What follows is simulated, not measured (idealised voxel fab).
This is a process module. Its name is voxel wiring stack.
We display cut, a cross-section 275 nm in width whose square cells are each 5 nm.
A cross-section in this document is a grid of square cells, and it is written down as bands, the top band listed before the ones below it; a band is made up of one or more rows of cells.
This entry defines a band. It first specifies the height of the band's top and the height of its bottom in nm, and then specifies the band's materials from left to right, stating each material with its width in nm. The word "edge to edge" identifies a single material that fills the band from edge to edge, while the word "air" identifies empty space.
For the purposes of this specification, 0 denotes the height below which the wafer in its as-received condition is composed wholly of one material, and the lowermost band, lacking a lower limit, extends downward without end, as expressed in "z 0 and below".
It should be noted that a width expressed as "30..40" varies in equal increments from row to row of cells within the band, taking the value of the first number at the top row and that of the second number at the bottom row.
"remained the same" (step): cross-section cells unchanged, all of them.
So "Enclosed cavities" is basically the list of trapped voids: any empty space of 8 cells or more that can't reach the top through an opening. They're written width x height at distance, the distance being from the left edge, and it's all nm.
Anything after a step's settings on that line? It's the simulator's own note about the step.
overlay nm: where the mask lay relative to plan, measured to the right, on steps with a mask; negatives go left.
The steps planned for the process are as follows
1,RECEIVE, material Si
2,CONFORMAL_DEP, material SiO2, thk nm 15
3,DIRECTIONAL_DEP, material TiN, thk nm 5
4,DIRECTIONAL_DEP, material Ru, thk nm 20
5,PATTERN, tone cover, mask id METAL_1, material resist, width nm 30, pitch nm 50, thk nm 20, overlay nm 0
6,DIRECTIONAL_ETCH, etch materials Ru, depth nm 20
7,DIRECTIONAL_ETCH, etch materials TiN, depth nm 5
8,STRIP, etch materials resist
9,CONFORMAL_DEP, material SiN, thk nm 5
10,FILL_DEP, material SiO2, thk nm 5
11,CMP, height nm 40
12,CONFORMAL_DEP, material SiCN, thk nm 5
13,DIRECTIONAL_DEP, material SiO2, thk nm 15
14,MASKED_ETCH, tone open, mask id PLUG_1, width nm 15, etch materials SiO2, depth nm 15, overlay nm 0
15,MASKED_ETCH, tone open, mask id PLUG_1, width nm 15, etch materials SiCN, depth nm 5, overlay nm 0
16,EPI, material Ru, thk nm 10
17,EPI, material Ru, thk nm 10
18,DIRECTIONAL_DEP, material TiN, thk nm 5
19,DIRECTIONAL_DEP, material Ru, thk nm 25
20,MASKED_ETCH, tone cover, mask id METAL_2, width nm 30, pitch nm 50, etch materials Ru, depth nm 25, overlay nm 0
21,MASKED_ETCH, tone cover, mask id METAL_2, width nm 30, pitch nm 50, etch materials TiN, depth nm 5, overlay nm 0
22,FILL_DEP, material lowk, thk nm 5
23,CMP, height nm 90
24,CONFORMAL_DEP, material SiCN, thk nm 5
25,DIRECTIONAL_DEP, material SiO2, thk nm 20
26,MASKED_ETCH, tone open, mask id PLUG_2, width nm 15, etch materials SiO2, depth nm 20, overlay nm 0
27,MASKED_ETCH, tone open, mask id PLUG_2, width nm 15, etch materials SiCN, depth nm 5, overlay nm 0
28,EPI, material Ru, thk nm 10
29,EPI, material Ru, thk nm 10
30,EPI, material Ru, thk nm 5
31,DIRECTIONAL_DEP, material TiN, thk nm 5
32,DIRECTIONAL_DEP, material W, thk nm 20
33,DIRECTIONAL_DEP, material aC, thk nm 10
34,PATTERN, tone cover, mask id METAL_3, material resist, width nm 30, pitch nm 50, thk nm 30, overlay nm 0
35,DIRECTIONAL_ETCH, etch materials aC, depth nm 10
36,STRIP, etch materials resist
37,DIRECTIONAL_ETCH, etch materials W, depth nm 20
38,DIRECTIONAL_ETCH, etch materials TiN, depth nm 5
39,STRIP, etch materials aC
40,FILL_DEP, material lowk, thk nm 5
41,CMP, height nm 140
42,CONFORMAL_DEP, material SiCN, thk nm 5
Wafer, first of two, run as planned
as received, after step 1
  z 0 and below = Si edge to edge
  Enclosed cavities: none
You're looking at a cross-section of the wafer after step 2
  z 15 to 0 = SiO2 edge to edge
  Below a height of 0, the structure has not been altered.
You're looking at a cross-section of the wafer after step 3
  z 20 to 15 = TiN edge to edge
  Below a height of 15, the structure has not been altered.
You're looking at a cross-section of the wafer after step 4
  z 40 to 20 = Ru edge to edge
  Below a height of 20, the structure has not been altered.
You're looking at a cross-section of the wafer after step 5
  z 60 to 40 = air 95 nm, then resist 30 nm, then air 20 nm, then resist 30 nm, then air 100 nm
  Below a height of 40, the structure has not been altered.
You're looking at a cross-section of the wafer after step 6
  z 60 to 40 = air 95 nm, then resist 30 nm, then air 20 nm, then resist 30 nm, then air 100 nm
  z 40 to 20 = air 95 nm, then Ru 30 nm, then air 20 nm, then Ru 30 nm, then air 100 nm
  Below a height of 20, the structure has not been altered.
You're looking at a cross-section of the wafer after step 7
  z 60 to 40 = air 95 nm, then resist 30 nm, then air 20 nm, then resist 30 nm, then air 100 nm
  z 40 to 20 = air 95 nm, then Ru 30 nm, then air 20 nm, then Ru 30 nm, then air 100 nm
  z 20 to 15 = air 95 nm, then TiN 30 nm, then air 20 nm, then TiN 30 nm, then air 100 nm
  Below a height of 15, the structure has not been altered.
You're looking at a cross-section of the wafer after step 8
  z 40 to 20 = air 95 nm, then Ru 30 nm, then air 20 nm, then Ru 30 nm, then air 100 nm
  Below a height of 20, the structure has not been altered.
You're looking at a cross-section of the wafer after step 9
  z 45 to 40 = air 90 nm, then SiN 40 nm, then air 10 nm, then SiN 40 nm, then air 95 nm
  z 40 to 20 = air 90 nm, then SiN 5 nm, then Ru 30 nm, then SiN 5 nm, then air 10 nm, then SiN 5 nm, then Ru 30 nm, then SiN 5 nm, then air 95 nm
  z 20 to 15 = SiN 95 nm, then TiN 30 nm, then SiN 20 nm, then TiN 30 nm, then SiN 100 nm
  Below a height of 15, the structure has not been altered.
You're looking at a cross-section of the wafer after step 10
  z 50 to 45 = SiO2 edge to edge
  z 45 to 40 = SiO2 90 nm, then SiN 40 nm, then SiO2 10 nm, then SiN 40 nm, then SiO2 95 nm
  z 40 to 20 = SiO2 90 nm, then SiN 5 nm, then Ru 30 nm, then SiN 5 nm, then SiO2 10 nm, then SiN 5 nm, then Ru 30 nm, then SiN 5 nm, then SiO2 95 nm
  Below a height of 20, the structure has not been altered.
You're looking at a cross-section of the wafer after step 11
  z 40 to 20 = SiO2 90 nm, then SiN 5 nm, then Ru 30 nm, then SiN 5 nm, then SiO2 10 nm, then SiN 5 nm, then Ru 30 nm, then SiN 5 nm, then SiO2 95 nm
  Below a height of 20, the structure has not been altered.
You're looking at a cross-section of the wafer after step 12
  z 45 to 40 = SiCN edge to edge
  Below a height of 40, the structure has not been altered.
You're looking at a cross-section of the wafer after step 13
  z 60 to 45 = SiO2 edge to edge
  Below a height of 45, the structure has not been altered.
You're looking at a cross-section of the wafer after step 14
  z 60 to 45 = SiO2 95 nm, then air 15 nm, then SiO2 165 nm
  Below a height of 45, the structure has not been altered.
You're looking at a cross-section of the wafer after step 15
  z 60 to 45 = SiO2 95 nm, then air 15 nm, then SiO2 165 nm
  z 45 to 40 = SiCN 95 nm, then air 15 nm, then SiCN 165 nm
  Below a height of 40, the structure has not been altered.
You're looking at a cross-section of the wafer after step 16
  z 60 to 50 = SiO2 95 nm, then air 15 nm, then SiO2 165 nm
  z 50 to 45 = SiO2 95 nm, then Ru 15 nm, then SiO2 165 nm
  z 45 to 40 = SiCN 95 nm, then Ru 15 nm, then SiCN 165 nm
  Below a height of 40, the structure has not been altered.
You're looking at a cross-section of the wafer after step 17
  z 60 to 45 = SiO2 95 nm, then Ru 15 nm, then SiO2 165 nm
  Below a height of 45, the structure has not been altered.
You're looking at a cross-section of the wafer after step 18
  z 65 to 60 = TiN edge to edge
  Below a height of 60, the structure has not been altered.
You're looking at a cross-section of the wafer after step 19
  z 90 to 65 = Ru edge to edge
  Below a height of 65, the structure has not been altered.
You're looking at a cross-section of the wafer after step 20
  z 90 to 65 = air 95 nm, then Ru 30 nm, then air 20 nm, then Ru 30 nm, then air 100 nm
  Below a height of 65, the structure has not been altered.
You're looking at a cross-section of the wafer after step 21
  z 90 to 65 = air 95 nm, then Ru 30 nm, then air 20 nm, then Ru 30 nm, then air 100 nm
  z 65 to 60 = air 95 nm, then TiN 30 nm, then air 20 nm, then TiN 30 nm, then air 100 nm
  Below a height of 60, the structure has not been altered.
You're looking at a cross-section of the wafer after step 22
  z 95 to 90 = lowk edge to edge
  z 90 to 65 = lowk 95 nm, then Ru 30 nm, then lowk 20 nm, then Ru 30 nm, then lowk 100 nm
  z 65 to 60 = lowk 95 nm, then TiN 30 nm, then lowk 20 nm, then TiN 30 nm, then lowk 100 nm
  Below a height of 60, the structure has not been altered.
You're looking at a cross-section of the wafer after step 23
  z 90 to 65 = lowk 95 nm, then Ru 30 nm, then lowk 20 nm, then Ru 30 nm, then lowk 100 nm
  Below a height of 65, the structure has not been altered.
You're looking at a cross-section of the wafer after step 24
  z 95 to 90 = SiCN edge to edge
  Below a height of 90, the structure has not been altered.
You're looking at a cross-section of the wafer after step 25
  z 115 to 95 = SiO2 edge to edge
  Below a height of 95, the structure has not been altered.
You're looking at a cross-section of the wafer after step 26
  z 115 to 95 = SiO2 95 nm, then air 15 nm, then SiO2 165 nm
  Below a height of 95, the structure has not been altered.
You're looking at a cross-section of the wafer after step 27
  z 115 to 95 = SiO2 95 nm, then air 15 nm, then SiO2 165 nm
  z 95 to 90 = SiCN 95 nm, then air 15 nm, then SiCN 165 nm
  Below a height of 90, the structure has not been altered.
You're looking at a cross-section of the wafer after step 28
  z 115 to 100 = SiO2 95 nm, then air 15 nm, then SiO2 165 nm
  z 100 to 95 = SiO2 95 nm, then Ru 15 nm, then SiO2 165 nm
  z 95 to 90 = SiCN 95 nm, then Ru 15 nm, then SiCN 165 nm
  Below a height of 90, the structure has not been altered.
You're looking at a cross-section of the wafer after step 29
  z 115 to 110 = SiO2 95 nm, then air 15 nm, then SiO2 165 nm
  z 110 to 95 = SiO2 95 nm, then Ru 15 nm, then SiO2 165 nm
  Below a height of 95, the structure has not been altered.
You're looking at a cross-section of the wafer after step 30
  z 115 to 95 = SiO2 95 nm, then Ru 15 nm, then SiO2 165 nm
  Below a height of 95, the structure has not been altered.
You're looking at a cross-section of the wafer after step 31
  z 120 to 115 = TiN edge to edge
  Below a height of 115, the structure has not been altered.
You're looking at a cross-section of the wafer after step 32
  z 140 to 120 = W edge to edge
  Below a height of 120, the structure has not been altered.
You're looking at a cross-section of the wafer after step 33
  z 150 to 140 = aC edge to edge
  Below a height of 140, the structure has not been altered.
You're looking at a cross-section of the wafer after step 34
  z 180 to 150 = air 95 nm, then resist 30 nm, then air 20 nm, then resist 30 nm, then air 100 nm
  Below a height of 150, the structure has not been altered.
You're looking at a cross-section of the wafer after step 35
  z 170 to 150 = air 95 nm, then resist 30 nm, then air 20 nm, then resist 30 nm, then air 100 nm
  z 150 to 140 = air 95 nm, then aC 30 nm, then air 20 nm, then aC 30 nm, then air 100 nm
  Below a height of 140, the structure has not been altered.
You're looking at a cross-section of the wafer after step 36
  z 150 to 140 = air 95 nm, then aC 30 nm, then air 20 nm, then aC 30 nm, then air 100 nm
  Below a height of 140, the structure has not been altered.
You're looking at a cross-section of the wafer after step 37
  z 150 to 140 = air 95 nm, then aC 30 nm, then air 20 nm, then aC 30 nm, then air 100 nm
  z 140 to 120 = air 95 nm, then W 30 nm, then air 20 nm, then W 30 nm, then air 100 nm
  Below a height of 120, the structure has not been altered.
You're looking at a cross-section of the wafer after step 38
  z 150 to 140 = air 95 nm, then aC 30 nm, then air 20 nm, then aC 30 nm, then air 100 nm
  z 140 to 120 = air 95 nm, then W 30 nm, then air 20 nm, then W 30 nm, then air 100 nm
  z 120 to 115 = air 95 nm, then TiN 30 nm, then air 20 nm, then TiN 30 nm, then air 100 nm
  Below a height of 115, the structure has not been altered.
You're looking at a cross-section of the wafer after step 39
  z 140 to 120 = air 95 nm, then W 30 nm, then air 20 nm, then W 30 nm, then air 100 nm
  Below a height of 120, the structure has not been altered.
You're looking at a cross-section of the wafer after step 40
  z 145 to 140 = lowk edge to edge
  z 140 to 120 = lowk 95 nm, then W 30 nm, then lowk 20 nm, then W 30 nm, then lowk 100 nm
  z 120 to 115 = lowk 95 nm, then TiN 30 nm, then lowk 20 nm, then TiN 30 nm, then lowk 100 nm
  Below a height of 115, the structure has not been altered.
You're looking at a cross-section of the wafer after step 41
  z 140 to 120 = lowk 95 nm, then W 30 nm, then lowk 20 nm, then W 30 nm, then lowk 100 nm
  Below a height of 120, the structure has not been altered.
You're looking at a cross-section of the wafer after step 42
  z 145 to 140 = SiCN edge to edge
  Below a height of 140, the structure has not been altered.
Notes, second wafer: start = first wafer's, plan = first wafer's, execution had one mistake; history identical to first through step 41
Cross-section of the second wafer when, according to plan, step 42 should have finished
  z 155 to 140 = SiCN edge to edge
  Below a height of 140, the structure has not been altered.
Against the plan, the run slipped here: step 42 deviated from plan and actually ran as CONFORMAL_DEP, material SiCN, thk nm 15
The final cell counts differ between the wafers, with the second having more or fewer of some materials than the first: +110 SiCN
